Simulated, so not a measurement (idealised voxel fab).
process module | voxel released beams
cross-section cut | 280 nm wide | cells 5 nm
A cross-section is a grid of square cells, given in bands from the top down. A band is one or more rows of cells.
Each band's line starts with the height of the band's top and of its bottom, in nm. Then come its materials from left to right, each with its width in nm. One material with "throughout" fills the band from edge to edge. "air" is empty space.
Height 0 is the level under which the wafer as received is all one material. The lowest band goes on downwards, as in "0 down".
A width such as "30 to 40" changes by the same amount from each row of cells to the next, from the band's top row to its bottom row.
"no change" after a step means that no cell of the cross-section changed.
closed voids: empty space of 8 cells or more with no open way to the top, each as width x height at its distance from the left edge, in nm
after a step's settings: what the simulator itself notes on the step
overlay nm, on a step with a mask: how far to the right of its planned place the mask lay; to the left if negative
plan
1 op RECEIVE | material Si
2 op CONFORMAL_DEP | material Al2O3 | thk nm 10
3 op DIRECTIONAL_DEP | material SiO2 | thk nm 15
4 op DIRECTIONAL_DEP | material aC | thk nm 15
5 op PATTERN | tone open | mask id ANCHOR | material resist | width nm 40 | thk nm 30 | overlay nm 0
6 op DIRECTIONAL_ETCH | etch materials aC | depth nm 15
7 op STRIP | etch materials resist
8 op DIRECTIONAL_ETCH | etch materials SiO2 | depth nm 15
9 op STRIP | etch materials aC
10 op CONFORMAL_DEP | material SiN | thk nm 15
11 op DIRECTIONAL_DEP | material aC | thk nm 15
12 op PATTERN | tone cover | mask id BEAM | material resist | width nm 110 | thk nm 35 | overlay nm 0
13 op DIRECTIONAL_ETCH | etch materials aC | depth nm 15
14 op STRIP | etch materials resist
15 op DIRECTIONAL_ETCH | etch materials SiN | depth nm 15
16 op STRIP | etch materials aC
17 op STRIP | etch materials SiO2
as received, after step 1
  0 down: Si throughout
  closed voids: none
first wafer at the end, as planned
  40 to 25: air 80 | SiN 20 | air 10 | SiN 80 | air 90
  25 to 10: air 85 | SiN 40 | air 155
  10 to 0: Al2O3 throughout
  0 down: Si throughout
  closed voids: none
second wafer at the end: like start, like plan, one mistake
  40 to 25: air 80 | SiN 110 | air 90
  25 to 10: SiN throughout
  10 to 0: Al2O3 throughout
  0 down: Si throughout
  closed voids: none
what went wrong: step 3 ran as: op DIRECTIONAL_DEP | material SiN | thk nm 15
at the end the second wafer has, in cells: 150 more of SiN
